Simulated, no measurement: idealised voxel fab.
This section sets out a process module, namely voxel transistor to metal.
cross-section cut | 290 nm wide | cells 5 nm
Cross-sections here: square-cell grids, written as top-down lists of bands, a band being one or more rows of cells.
Per band: top height and bottom height in nm, followed by the left-to-right materials and their widths in nm; "everywhere" marks a single material spanning edge to edge, "blank" marks empty space.
Heights are expressed relative to 0, this being the level below which the as-received wafer comprises one material exclusively. The lowest band is unbounded in the downward direction and is denoted as in "0 down".
Graded width ("30..40"): value in top row of band = first number; value in bottom row = second number; row-to-row change constant.
"same as before" for a step: no cell of the cross-section changed in that step.
Basically, "Closed internal voids" tells you about the enclosed voids: empty spaces with no open way to the top, 8 cells or bigger, each written width x height at distance, where distance is from the left edge, all in nm.
Past the settings on a step's line: simulator remark, on that step.
overlay nm: mask right of planned place by this much (step with mask). Neg. = left.
Pairs from here to the end. Each: cross-section before one process step, cross-section after it, the latter only as far down as the lowest band that changed. Under each: the step between, and its settings. Mind that the pairs may be taken from different runs of this module on the same starting wafer; whether a pair continues from the pair above depends on its entry headed "Before this step", and it does only where that entry says so.

Before this step:
  0 to -5  SiO2 everywhere
  -5 to -20  Si 25  SiO2 105  Si 25  SiO2 105  Si 30
  -20 down  Si everywhere
  Closed internal voids: none

Section After Processing:
  20 to 0  polySi everywhere
  Below 0 it's all the same as before, nothing changed down there.
  Closed internal voids: none
Step, pre vs post cross-sections above: DIRECTIONAL_DEP,material polySi,thk nm 20

Before this step: The pre-step condition corresponds to the post-step cross-section depicted in the pair directly above.

Section After Processing:
  35 to 20  SiCN everywhere
  Below 20 it's all the same as before, nothing changed down there.
  Closed internal voids: none
Step, pre vs post cross-sections above: DIRECTIONAL_DEP,material SiCN,thk nm 15

Before this step: The pre-step condition corresponds to the post-step cross-section depicted in the pair directly above.

Section After Processing:
  45 to 35  aC everywhere
  Below 35 it's all the same as before, nothing changed down there.
  Closed internal voids: none
Step, pre vs post cross-sections above: DIRECTIONAL_DEP,material aC,thk nm 10

Before this step: The pre-step condition corresponds to the post-step cross-section depicted in the pair directly above.

Section After Processing:
  75 to 45  blank 65  resist 25  blank 105  resist 25  blank 70
  Below 45 it's all the same as before, nothing changed down there.
  Closed internal voids: none
Step, pre vs post cross-sections above: PATTERN,tone cover,mask id GATE,material resist,width nm 25,pitch nm 130,thk nm 30,overlay nm 0

Before this step: The pre-step condition corresponds to the post-step cross-section depicted in the pair directly above.

Section After Processing:
  65 to 45  blank 65  resist 25  blank 105  resist 25  blank 70
  45 to 35  blank 65  aC 25  blank 105  aC 25  blank 70
  Below 35 it's all the same as before, nothing changed down there.
  Closed internal voids: none
Step, pre vs post cross-sections above: DIRECTIONAL_ETCH,etch materials aC,depth nm 10

Before this step: The pre-step condition corresponds to the post-step cross-section depicted in the pair directly above.

Section After Processing:
  45 to 35  blank 65  aC 25  blank 105  aC 25  blank 70
  Below 35 it's all the same as before, nothing changed down there.
  Closed internal voids: none
Step, pre vs post cross-sections above: STRIP,etch materials resist

Before this step: The pre-step condition corresponds to the post-step cross-section depicted in the pair directly above.

Section After Processing:
  45 to 35  blank 65  aC 25  blank 105  aC 25  blank 70
  35 to 20  blank 65  SiCN 25  blank 105  SiCN 25  blank 70
  Below 20 it's all the same as before, nothing changed down there.
  Closed internal voids: none
Step, pre vs post cross-sections above: DIRECTIONAL_ETCH,etch materials SiCN,depth nm 25

Before this step: The pre-step condition corresponds to the post-step cross-section depicted in the pair directly above.

Section After Processing:
  45 to 35  blank 65  aC 25  blank 105  aC 25  blank 70
  35 to 20  blank 65  SiCN 25  blank 105  SiCN 25  blank 70
  20 to 0  blank 65  polySi 25  blank 105  polySi 25  blank 70
  Below 0 it's all the same as before, nothing changed down there.
  Closed internal voids: none
Step, pre vs post cross-sections above: DIRECTIONAL_ETCH,etch materials polySi,depth nm 30

Before this step: The pre-step condition corresponds to the post-step cross-section depicted in the pair directly above.

Section After Processing:
  35 to 20  blank 65  SiCN 25  blank 105  SiCN 25  blank 70
  Below 20 it's all the same as before, nothing changed down there.
  Closed internal voids: none
Step, pre vs post cross-sections above: STRIP,etch materials aC

Before this step: The pre-step condition corresponds to the post-step cross-section depicted in the pair directly above.

Section After Processing:
  40 to 35  blank 60  SiO2 35  blank 95  SiO2 35  blank 65
  35 to 20  blank 60  SiO2 5  SiCN 25  SiO2 5  blank 95  SiO2 5  SiCN 25  SiO2 5  blank 65
  20 to 5  blank 60  SiO2 5  polySi 25  SiO2 5  blank 95  SiO2 5  polySi 25  SiO2 5  blank 65
  5 to 0  SiO2 65  polySi 25  SiO2 105  polySi 25  SiO2 70
  Below 0 it's all the same as before, nothing changed down there.
  Closed internal voids: none
Step, pre vs post cross-sections above: CONFORMAL_DEP,material SiO2,thk nm 5

Before this step: The pre-step condition corresponds to the post-step cross-section depicted in the pair directly above.

Section After Processing:
  35 to 20  blank 60  SiO2 5  SiCN 25  SiO2 5  blank 95  SiO2 5  SiCN 25  SiO2 5  blank 65
  20 to 0  blank 60  SiO2 5  polySi 25  SiO2 5  blank 95  SiO2 5  polySi 25  SiO2 5  blank 65
  Below 0 it's all the same as before, nothing changed down there.
  Closed internal voids: none
Step, pre vs post cross-sections above: DIRECTIONAL_ETCH,etch materials SiO2,depth nm 5

Before this step: The pre-step condition corresponds to the post-step cross-section depicted in the pair directly above.

Section After Processing:
  40 to 35  blank 55  SiN 45  blank 85  SiN 45  blank 60
  35 to 20  blank 55  SiN 5  SiO2 5  SiCN 25  SiO2 5  SiN 5  blank 85  SiN 5  SiO2 5  SiCN 25  SiO2 5  SiN 5  blank 60
  20 to 5  blank 55  SiN 5  SiO2 5  polySi 25  SiO2 5  SiN 5  blank 85  SiN 5  SiO2 5  polySi 25  SiO2 5  SiN 5  blank 60
  5 to 0  SiN 60  SiO2 5  polySi 25  SiO2 5  SiN 95  SiO2 5  polySi 25  SiO2 5  SiN 65
  Below 0 it's all the same as before, nothing changed down there.
  Closed internal voids: none
Step, pre vs post cross-sections above: CONFORMAL_DEP,material SiN,thk nm 5

Before this step: The pre-step condition corresponds to the post-step cross-section depicted in the pair directly above.

Section After Processing:
  35 to 20  blank 55  SiN 5  SiO2 5  SiCN 25  SiO2 5  SiN 5  blank 85  SiN 5  SiO2 5  SiCN 25  SiO2 5  SiN 5  blank 60
  20 to 0  blank 55  SiN 5  SiO2 5  polySi 25  SiO2 5  SiN 5  blank 85  SiN 5  SiO2 5  polySi 25  SiO2 5  SiN 5  blank 60
  Below 0 it's all the same as before, nothing changed down there.
  Closed internal voids: none
Step, pre vs post cross-sections above: DIRECTIONAL_ETCH,etch materials SiN,depth nm 5

Before this step: The pre-step condition corresponds to the post-step cross-section depicted in the pair directly above.

Section After Processing:
  35 to 30  blank 55  SiN 5  blank 5  SiCN 25  blank 5  SiN 5  blank 85  SiN 5  blank 5  SiCN 25  blank 5  SiN 5  blank 60
  30 to 20  blank 55  SiN 5  SiO2 5  SiCN 25  SiO2 5  SiN 5  blank 85  SiN 5  SiO2 5  SiCN 25  SiO2 5  SiN 5  blank 60
  20 to 0  blank 55  SiN 5  SiO2 5  polySi 25  SiO2 5  SiN 5  blank 85  SiN 5  SiO2 5  polySi 25  SiO2 5  SiN 5  blank 60
  0 to -5  blank 55  SiO2 45  blank 85  SiO2 45  blank 60
  Below -5 it's all the same as before, nothing changed down there.
  Closed internal voids: none
Step, pre vs post cross-sections above: DIRECTIONAL_ETCH,etch materials SiO2,depth nm 5

Before this step: The pre-step condition corresponds to the post-step cross-section depicted in the pair directly above.

Section After Processing:
  35 to 30  blank 55  SiN 5  blank 5  SiCN 25  blank 5  SiN 5  blank 85  SiN 5  blank 5  SiCN 25  blank 5  SiN 5  blank 60
  30 to 20  blank 55  SiN 5  SiO2 5  SiCN 25  SiO2 5  SiN 5  blank 85  SiN 5  SiO2 5  SiCN 25  SiO2 5  SiN 5  blank 60
  20 to 0  blank 55  SiN 5  SiO2 5  polySi 25  SiO2 5  SiN 5  blank 85  SiN 5  SiO2 5  polySi 25  SiO2 5  SiN 5  blank 60
  0 to -5  SiGe 30  blank 25  SiO2 45  blank 25  SiGe 35  blank 25  SiO2 45  blank 25  SiGe 35
  Below -5 it's all the same as before, nothing changed down there.
  Closed internal voids: none
Step, pre vs post cross-sections above: EPI,material SiGe,thk nm 5

Before this step: The pre-step condition corresponds to the post-step cross-section depicted in the pair directly above.

Section After Processing:
  45 to 35  SiO2 everywhere
  35 to 20  SiO2 55  SiN 5  SiO2 5  SiCN 25  SiO2 5  SiN 5  SiO2 85  SiN 5  SiO2 5  SiCN 25  SiO2 5  SiN 5  SiO2 60
  20 to 0  SiO2 55  SiN 5  SiO2 5  polySi 25  SiO2 5  SiN 5  SiO2 85  SiN 5  SiO2 5  polySi 25  SiO2 5  SiN 5  SiO2 60
  0 to -5  SiGe 30  SiO2 95  SiGe 35  SiO2 95  SiGe 35
  Below -5 it's all the same as before, nothing changed down there.
  Closed internal voids: none
Step, pre vs post cross-sections above: FILL_DEP,material SiO2,thk nm 10

Before this step: The pre-step condition corresponds to the post-step cross-section depicted in the pair directly above.

Section After Processing:
  20 to 0  SiO2 55  SiN 5  SiO2 5  polySi 25  SiO2 5  SiN 5  SiO2 85  SiN 5  SiO2 5  polySi 25  SiO2 5  SiN 5  SiO2 60
  Below 0 it's all the same as before, nothing changed down there.
  Closed internal voids: none
Step, pre vs post cross-sections above: CMP,height nm 20

Before this step: The pre-step condition corresponds to the post-step cross-section depicted in the pair directly above.

Section After Processing:
  20 to 0  SiO2 55  SiN 5  SiO2 5  blank 25  SiO2 5  SiN 5  SiO2 85  SiN 5  SiO2 5  blank 25  SiO2 5  SiN 5  SiO2 60
  Below 0 it's all the same as before, nothing changed down there.
  Closed internal voids: none
Step, pre vs post cross-sections above: STRIP,etch materials polySi

Before this step: The pre-step condition corresponds to the post-step cross-section depicted in the pair directly above.

Section After Processing:
  20 to 15  blank 55  SiN 5  blank 35  SiN 5  blank 85  SiN 5  blank 35  SiN 5  blank 60
  15 to 0  SiO2 55  SiN 5  blank 35  SiN 5  SiO2 85  SiN 5  blank 35  SiN 5  SiO2 60
  0 to -5  SiGe 30  SiO2 30  blank 35  SiO2 30  SiGe 35  SiO2 30  blank 35  SiO2 30  SiGe 35
  Below -5 it's all the same as before, nothing changed down there.
  Closed internal voids: none
Step, pre vs post cross-sections above: SELECTIVE_ETCH,etch materials SiO2,depth nm 5

Before this step: The pre-step condition corresponds to the post-step cross-section depicted in the pair directly above.

Section After Processing:
  25 to 20  blank 50  HfO2 15  blank 25  HfO2 15  blank 75  HfO2 15  blank 25  HfO2 15  blank 55
  20 to 15  HfO2 55  SiN 5  HfO2 5  blank 25  HfO2 5  SiN 5  HfO2 85  SiN 5  HfO2 5  blank 25  HfO2 5  SiN 5  HfO2 60
  15 to 0  SiO2 55  SiN 5  HfO2 5  blank 25  HfO2 5  SiN 5  SiO2 85  SiN 5  HfO2 5  blank 25  HfO2 5  SiN 5  SiO2 60
  0 to -5  SiGe 30  SiO2 30  HfO2 35  SiO2 30  SiGe 35  SiO2 30  HfO2 35  SiO2 30  SiGe 35
  Below -5 it's all the same as before, nothing changed down there.
  Closed internal voids: none
Step, pre vs post cross-sections above: CONFORMAL_DEP,material HfO2,thk nm 5

Before this step: The pre-step condition corresponds to the post-step cross-section depicted in the pair directly above.

Section After Processing:
  30 to 25  blank 45  TiN 25  blank 15  TiN 25  blank 65  TiN 25  blank 15  TiN 25  blank 50
  25 to 20  TiN 50  HfO2 15  TiN 5  blank 15  TiN 5  HfO2 15  TiN 75  HfO2 15  TiN 5  blank 15  TiN 5  HfO2 15  TiN 55
  20 to 15  HfO2 55  SiN 5  HfO2 5  TiN 5  blank 15  TiN 5  HfO2 5  SiN 5  HfO2 85  SiN 5  HfO2 5  TiN 5  blank 15  TiN 5  HfO2 5  SiN 5  HfO2 60
  15 to 5  SiO2 55  SiN 5  HfO2 5  TiN 5  blank 15  TiN 5  HfO2 5  SiN 5  SiO2 85  SiN 5  HfO2 5  TiN 5  blank 15  TiN 5  HfO2 5  SiN 5  SiO2 60
  5 to 0  SiO2 55  SiN 5  HfO2 5  TiN 25  HfO2 5  SiN 5  SiO2 85  SiN 5  HfO2 5  TiN 25  HfO2 5  SiN 5  SiO2 60
  Below 0 it's all the same as before, nothing changed down there.
  Closed internal voids: none
Step, pre vs post cross-sections above: CONFORMAL_DEP,material TiN,thk nm 5

Before this step: The pre-step condition corresponds to the post-step cross-section depicted in the pair directly above.

Section After Processing:
  40 to 30  W everywhere
  30 to 25  W 45  TiN 25  W 15  TiN 25  W 65  TiN 25  W 15  TiN 25  W 50
  25 to 20  TiN 50  HfO2 15  TiN 5  W 15  TiN 5  HfO2 15  TiN 75  HfO2 15  TiN 5  W 15  TiN 5  HfO2 15  TiN 55
  20 to 15  HfO2 55  SiN 5  HfO2 5  TiN 5  W 15  TiN 5  HfO2 5  SiN 5  HfO2 85  SiN 5  HfO2 5  TiN 5  W 15  TiN 5  HfO2 5  SiN 5  HfO2 60
  15 to 5  SiO2 55  SiN 5  HfO2 5  TiN 5  W 15  TiN 5  HfO2 5  SiN 5  SiO2 85  SiN 5  HfO2 5  TiN 5  W 15  TiN 5  HfO2 5  SiN 5  SiO2 60
  Below 5 it's all the same as before, nothing changed down there.
  Closed internal voids: none
Step, pre vs post cross-sections above: FILL_DEP,material W,thk nm 10

Before this step: The pre-step condition corresponds to the post-step cross-section depicted in the pair directly above.

Section After Processing:
  15 to 5  SiO2 55  SiN 5  HfO2 5  TiN 5  W 15  TiN 5  HfO2 5  SiN 5  SiO2 85  SiN 5  HfO2 5  TiN 5  W 15  TiN 5  HfO2 5  SiN 5  SiO2 60
  Below 5 it's all the same as before, nothing changed down there.
  Closed internal voids: none
Step, pre vs post cross-sections above: CMP,height nm 15

Before this step: The pre-step condition corresponds to the post-step cross-section depicted in the pair directly above.

Section After Processing:
  25 to 15  SiO2 everywhere
  Below 15 it's all the same as before, nothing changed down there.
  Closed internal voids: none
Step, pre vs post cross-sections above: DIRECTIONAL_DEP,material SiO2,thk nm 10

Before this step: The pre-step condition corresponds to the post-step cross-section depicted in the pair directly above.

Section After Processing:
  40 to 25  aC everywhere
  Below 25 it's all the same as before, nothing changed down there.
  Closed internal voids: none
Step, pre vs post cross-sections above: DIRECTIONAL_DEP,material aC,thk nm 15

Before this step: The pre-step condition corresponds to the post-step cross-section depicted in the pair directly above.

Section After Processing:
  70 to 40  resist 35  blank 15  resist 55  blank 15  resist 45  blank 15  resist 55  blank 15  resist 40
  Below 40 it's all the same as before, nothing changed down there.
  Closed internal voids: none
Step, pre vs post cross-sections above: PATTERN,tone open,mask id CONTACT,material resist,width nm 15,thk nm 30,overlay nm 0

Before this step: The pre-step condition corresponds to the post-step cross-section depicted in the pair directly above.

Section After Processing:
  55 to 40  resist 35  blank 15  resist 55  blank 15  resist 45  blank 15  resist 55  blank 15  resist 40
  40 to 25  aC 35  blank 15  aC 55  blank 15  aC 45  blank 15  aC 55  blank 15  aC 40
  Below 25 it's all the same as before, nothing changed down there.
  Closed internal voids: none
Step, pre vs post cross-sections above: DIRECTIONAL_ETCH,etch materials aC,depth nm 15

Before this step: The pre-step condition corresponds to the post-step cross-section depicted in the pair directly above.

Section After Processing:
  40 to 25  aC 35  blank 15  aC 55  blank 15  aC 45  blank 15  aC 55  blank 15  aC 40
  Below 25 it's all the same as before, nothing changed down there.
  Closed internal voids: none
Step, pre vs post cross-sections above: STRIP,etch materials resist

Before this step: The pre-step condition corresponds to the post-step cross-section depicted in the pair directly above.

Section After Processing:
  40 to 25  aC 35  blank 15  aC 55  blank 15  aC 45  blank 15  aC 55  blank 15  aC 40
  25 to 15  SiO2 35  blank 15  SiO2 55  blank 15  SiO2 45  blank 15  SiO2 55  blank 15  SiO2 40
  15 to 5  SiO2 35  blank 15  SiO2 5  SiN 5  HfO2 5  TiN 5  W 15  TiN 5  HfO2 5  SiN 5  SiO2 5  blank 15  SiO2 45  blank 15  SiO2 5  SiN 5  HfO2 5  TiN 5  W 15  TiN 5  HfO2 5  SiN 5  SiO2 5  blank 15  SiO2 40
  5 to 0  SiO2 35  blank 15  SiO2 5  SiN 5  HfO2 5  TiN 25  HfO2 5  SiN 5  SiO2 5  blank 15  SiO2 45  blank 15  SiO2 5  SiN 5  HfO2 5  TiN 25  HfO2 5  SiN 5  SiO2 5  blank 15  SiO2 40
  Below 0 it's all the same as before, nothing changed down there.
  Closed internal voids: none
Step, pre vs post cross-sections above: DIRECTIONAL_ETCH,etch materials SiO2,depth nm 25

Before this step: The pre-step condition corresponds to the post-step cross-section depicted in the pair directly above.

Section After Processing:
  25 to 15  SiO2 35  blank 15  SiO2 55  blank 15  SiO2 45  blank 15  SiO2 55  blank 15  SiO2 40
  Below 15 it's all the same as before, nothing changed down there.
  Closed internal voids: none
Step, pre vs post cross-sections above: STRIP,etch materials aC

Before this step: The pre-step condition corresponds to the post-step cross-section depicted in the pair directly above.

Section After Processing:
  30 to 25  TiN 40  blank 5  TiN 65  blank 5  TiN 55  blank 5  TiN 65  blank 5  TiN 45
  25 to 15  SiO2 35  TiN 5  blank 5  TiN 5  SiO2 55  TiN 5  blank 5  TiN 5  SiO2 45  TiN 5  blank 5  TiN 5  SiO2 55  TiN 5  blank 5  TiN 5  SiO2 40
  15 to 5  SiO2 35  TiN 5  blank 5  TiN 5  SiO2 5  SiN 5  HfO2 5  TiN 5  W 15  TiN 5  HfO2 5  SiN 5  SiO2 5  TiN 5  blank 5  TiN 5  SiO2 45  TiN 5  blank 5  TiN 5  SiO2 5  SiN 5  HfO2 5  TiN 5  W 15  TiN 5  HfO2 5  SiN 5  SiO2 5  TiN 5  blank 5  TiN 5  SiO2 40
  5 to 0  SiO2 35  TiN 15  SiO2 5  SiN 5  HfO2 5  TiN 25  HfO2 5  SiN 5  SiO2 5  TiN 15  SiO2 45  TiN 15  SiO2 5  SiN 5  HfO2 5  TiN 25  HfO2 5  SiN 5  SiO2 5  TiN 15  SiO2 40
  Below 0 it's all the same as before, nothing changed down there.
  Closed internal voids: none
Step, pre vs post cross-sections above: CONFORMAL_DEP,material TiN,thk nm 5

Before this step: The pre-step condition corresponds to the post-step cross-section depicted in the pair directly above.

Section After Processing:
  40 to 30  Ru everywhere
  30 to 25  TiN 40  Ru 5  TiN 65  Ru 5  TiN 55  Ru 5  TiN 65  Ru 5  TiN 45
  25 to 15  SiO2 35  TiN 5  Ru 5  TiN 5  SiO2 55  TiN 5  Ru 5  TiN 5  SiO2 45  TiN 5  Ru 5  TiN 5  SiO2 55  TiN 5  Ru 5  TiN 5  SiO2 40
  15 to 5  SiO2 35  TiN 5  Ru 5  TiN 5  SiO2 5  SiN 5  HfO2 5  TiN 5  W 15  TiN 5  HfO2 5  SiN 5  SiO2 5  TiN 5  Ru 5  TiN 5  SiO2 45  TiN 5  Ru 5  TiN 5  SiO2 5  SiN 5  HfO2 5  TiN 5  W 15  TiN 5  HfO2 5  SiN 5  SiO2 5  TiN 5  Ru 5  TiN 5  SiO2 40
  Below 5 it's all the same as before, nothing changed down there.
  Closed internal voids: none
Step, pre vs post cross-sections above: FILL_DEP,material Ru,thk nm 10

Before this step: The pre-step condition corresponds to the post-step cross-section depicted in the pair directly above.

Section After Processing:
  25 to 15  SiO2 35  TiN 5  Ru 5  TiN 5  SiO2 55  TiN 5  Ru 5  TiN 5  SiO2 45  TiN 5  Ru 5  TiN 5  SiO2 55  TiN 5  Ru 5  TiN 5  SiO2 40
  Below 15 it's all the same as before, nothing changed down there.
  Closed internal voids: none
Step, pre vs post cross-sections above: CMP,height nm 25

Before this step: The pre-step condition corresponds to the post-step cross-section depicted in the pair directly above.

Section After Processing:
  30 to 25  SiN everywhere
  Below 25 it's all the same as before, nothing changed down there.
  Closed internal voids: none
Step, pre vs post cross-sections above: CONFORMAL_DEP,material SiN,thk nm 5

Before this step: The pre-step condition corresponds to the post-step cross-section depicted in the pair directly above.

Section After Processing:
  50 to 30  SiO2 everywhere
  Below 30 it's all the same as before, nothing changed down there.
  Closed internal voids: none
Step, pre vs post cross-sections above: DIRECTIONAL_DEP,material SiO2,thk nm 20

Before this step: The pre-step condition corresponds to the post-step cross-section depicted in the pair directly above.

Section After Processing:
  50 to 30  SiO2 35  blank 15  SiO2 55  blank 15  SiO2 45  blank 15  SiO2 55  blank 15  SiO2 40
  Below 30 it's all the same as before, nothing changed down there.
  Closed internal voids: none
Step, pre vs post cross-sections above: MASKED_ETCH,tone open,mask id METAL_1,width nm 15,etch materials SiO2,depth nm 20,overlay nm 0

Before this step: The pre-step condition corresponds to the post-step cross-section depicted in the pair directly above.

Section After Processing:
  50 to 30  SiO2 35  blank 15  SiO2 55  blank 15  SiO2 45  blank 15  SiO2 55  blank 15  SiO2 40
  30 to 25  SiN 35  blank 15  SiN 55  blank 15  SiN 45  blank 15  SiN 55  blank 15  SiN 40
  Below 25 it's all the same as before, nothing changed down there.
  Closed internal voids: none
Step, pre vs post cross-sections above: MASKED_ETCH,tone open,mask id METAL_1,width nm 15,etch materials SiN,depth nm 5,overlay nm 0

Before this step: The pre-step condition corresponds to the post-step cross-section depicted in the pair directly above.

Section After Processing:
  55 to 50  TiN 40  blank 5  TiN 65  blank 5  TiN 55  blank 5  TiN 65  blank 5  TiN 45
  50 to 30  SiO2 35  TiN 5  blank 5  TiN 5  SiO2 55  TiN 5  blank 5  TiN 5  SiO2 45  TiN 5  blank 5  TiN 5  SiO2 55  TiN 5  blank 5  TiN 5  SiO2 40
  30 to 25  SiN 35  TiN 15  SiN 55  TiN 15  SiN 45  TiN 15  SiN 55  TiN 15  SiN 40
  Below 25 it's all the same as before, nothing changed down there.
  Closed internal voids: none
Step, pre vs post cross-sections above: CONFORMAL_DEP,material TiN,thk nm 5

Before this step: The pre-step condition corresponds to the post-step cross-section depicted in the pair directly above.

Section After Processing:
  65 to 55  Cu everywhere
  55 to 50  TiN 40  Cu 5  TiN 65  Cu 5  TiN 55  Cu 5  TiN 65  Cu 5  TiN 45
  50 to 30  SiO2 35  TiN 5  Cu 5  TiN 5  SiO2 55  TiN 5  Cu 5  TiN 5  SiO2 45  TiN 5  Cu 5  TiN 5  SiO2 55  TiN 5  Cu 5  TiN 5  SiO2 40
  Below 30 it's all the same as before, nothing changed down there.
  Closed internal voids: none
Step, pre vs post cross-sections above: FILL_DEP,material Cu,thk nm 10

Before this step: The pre-step condition corresponds to the post-step cross-section depicted in the pair directly above.

Section After Processing:
  50 to 30  SiO2 35  TiN 5  Cu 5  TiN 5  SiO2 55  TiN 5  Cu 5  TiN 5  SiO2 45  TiN 5  Cu 5  TiN 5  SiO2 55  TiN 5  Cu 5  TiN 5  SiO2 40
  Below 30 it's all the same as before, nothing changed down there.
  Closed internal voids: none
Step, pre vs post cross-sections above: CMP,height nm 50

Before this step: The pre-step condition corresponds to the post-step cross-section depicted in the pair directly above.

Section After Processing:
  55 to 50  SiCN everywhere
  Below 50 it's all the same as before, nothing changed down there.
  Closed internal voids: none
Step, pre vs post cross-sections above: CONFORMAL_DEP,material SiCN,thk nm 5

Before this step: The pre-step condition corresponds to the post-step cross-section depicted in the pair directly above.

Section After Processing:
  80 to 55  lowk everywhere
  Below 55 it's all the same as before, nothing changed down there.
  Closed internal voids: none
Step, pre vs post cross-sections above: DIRECTIONAL_DEP,material lowk,thk nm 25

Before this step: The pre-step condition corresponds to the post-step cross-section depicted in the pair directly above.

Section After Processing:
  80 to 65  lowk 35  blank 15  lowk 115  blank 15  lowk 110
  Below 65 it's all the same as before, nothing changed down there.
  Closed internal voids: none
Step, pre vs post cross-sections above: MASKED_ETCH,tone open,mask id METAL_2,width nm 15,pitch nm 130,etch materials lowk,depth nm 15,overlay nm 0

Before this step: The pre-step condition corresponds to the post-step cross-section depicted in the pair directly above.

Section After Processing:
  80 to 55  lowk 35  blank 15  lowk 115  blank 15  lowk 110
  Below 55 it's all the same as before, nothing changed down there.
  Closed internal voids: none
Step, pre vs post cross-sections above: MASKED_ETCH,tone open,mask id METAL_2_HOLES,width nm 15,pitch nm 130,etch materials lowk,depth nm 10,overlay nm 0

Before this step: The pre-step condition corresponds to the post-step cross-section depicted in the pair directly above.

Section After Processing:
  80 to 55  lowk 35  blank 15  lowk 115  blank 15  lowk 110
  55 to 50  SiCN 35  blank 15  SiCN 115  blank 15  SiCN 110
  Below 50 it's all the same as before, nothing changed down there.
  Closed internal voids: none
Step, pre vs post cross-sections above: MASKED_ETCH,tone open,mask id METAL_2_HOLES,width nm 15,pitch nm 130,etch materials SiCN,depth nm 5,overlay nm 0

Before this step: The pre-step condition corresponds to the post-step cross-section depicted in the pair directly above.

Section After Processing:
  85 to 80  TiN 40  blank 5  TiN 125  blank 5  TiN 115
  80 to 55  lowk 35  TiN 5  blank 5  TiN 5  lowk 115  TiN 5  blank 5  TiN 5  lowk 110
  55 to 50  SiCN 35  TiN 15  SiCN 115  TiN 15  SiCN 110
  Below 50 it's all the same as before, nothing changed down there.
  Closed internal voids: none
Step, pre vs post cross-sections above: CONFORMAL_DEP,material TiN,thk nm 5

Before this step: The pre-step condition corresponds to the post-step cross-section depicted in the pair directly above.

Section After Processing:
  95 to 85  Cu everywhere
  85 to 80  TiN 40  Cu 5  TiN 125  Cu 5  TiN 115
  80 to 55  lowk 35  TiN 5  Cu 5  TiN 5  lowk 115  TiN 5  Cu 5  TiN 5  lowk 110
  Below 55 it's all the same as before, nothing changed down there.
  Closed internal voids: none
Step, pre vs post cross-sections above: FILL_DEP,material Cu,thk nm 10

Before this step: The pre-step condition corresponds to the post-step cross-section depicted in the pair directly above.

Section After Processing:
  80 to 55  lowk 35  TiN 5  Cu 5  TiN 5  lowk 115  TiN 5  Cu 5  TiN 5  lowk 110
  Below 55 it's all the same as before, nothing changed down there.
  Closed internal voids: none
Step, pre vs post cross-sections above: CMP,height nm 80

Before this step: The pre-step condition corresponds to the post-step cross-section depicted in the pair directly above.

Section After Processing:
  85 to 80  SiCN everywhere
  Below 80 it's all the same as before, nothing changed down there.
  Closed internal voids: none
Step, pre vs post cross-sections above: CONFORMAL_DEP,material SiCN,thk nm 5
